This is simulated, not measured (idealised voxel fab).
process module | voxel double patterning
cross-section cut | 220 nm wide | cells 5 nm
A cross-section is a grid of square cells, given in bands from the top down. A band is one or more rows of cells.
Each band's line starts with the height of the band's top and of its bottom, in nm. Then come its materials from left to right, each with its width in nm. One material with "throughout" fills the band from edge to edge. "air" is empty space.
Height 0 is the level under which the wafer as received is all one material. The lowest band goes on downwards, as in "0 down".
A width such as "30 to 40" changes by the same amount from each row of cells to the next, from the band's top row to its bottom row.
"no change" after a step means that no cell of the cross-section changed.
closed voids: empty space of 8 cells or more with no open way to the top, each as width x height at its distance from the left edge, in nm
after a step's settings: what the simulator itself notes on the step
overlay nm, on a step with a mask: how far to the right of its planned place the mask lay; to the left if negative
plan
1 op RECEIVE | material Si
2 op CONFORMAL_DEP | material SiO2 | thk nm 10
3 op DIRECTIONAL_DEP | material TiN | thk nm 20
4 op DIRECTIONAL_DEP | material SiN | thk nm 10
5 op PATTERN | tone open | mask id FIRST | material resist | width nm 15 | pitch nm 50 | thk nm 15 | overlay nm 0
6 op DIRECTIONAL_ETCH | etch materials SiN | depth nm 10
7 op STRIP | etch materials resist
8 op DIRECTIONAL_DEP | material aC | thk nm 15
9 op PATTERN | tone open | mask id SECOND | material resist | width nm 15 | thk nm 35 | overlay nm 0
10 op DIRECTIONAL_ETCH | etch materials aC | depth nm 15
11 op STRIP | etch materials resist
12 op DIRECTIONAL_ETCH | etch materials SiN | depth nm 10
13 op STRIP | etch materials aC
14 op DIRECTIONAL_ETCH | etch materials TiN | depth nm 20
15 op STRIP | etch materials SiN
as received, after step 1
  0 down: Si throughout
  closed voids: none
a wafer at the end: this start, this plan, one mistake
  30 to 10: air 75 | TiN 15 | air 35 | TiN 15 | air 80
  10 to 0: SiO2 throughout
  0 down: Si throughout
  closed voids: none
what went wrong: step 5 ran as: op PATTERN | tone cover | mask id FIRST | material resist | width nm 15 | pitch nm 50 | thk nm 15 | overlay nm 0
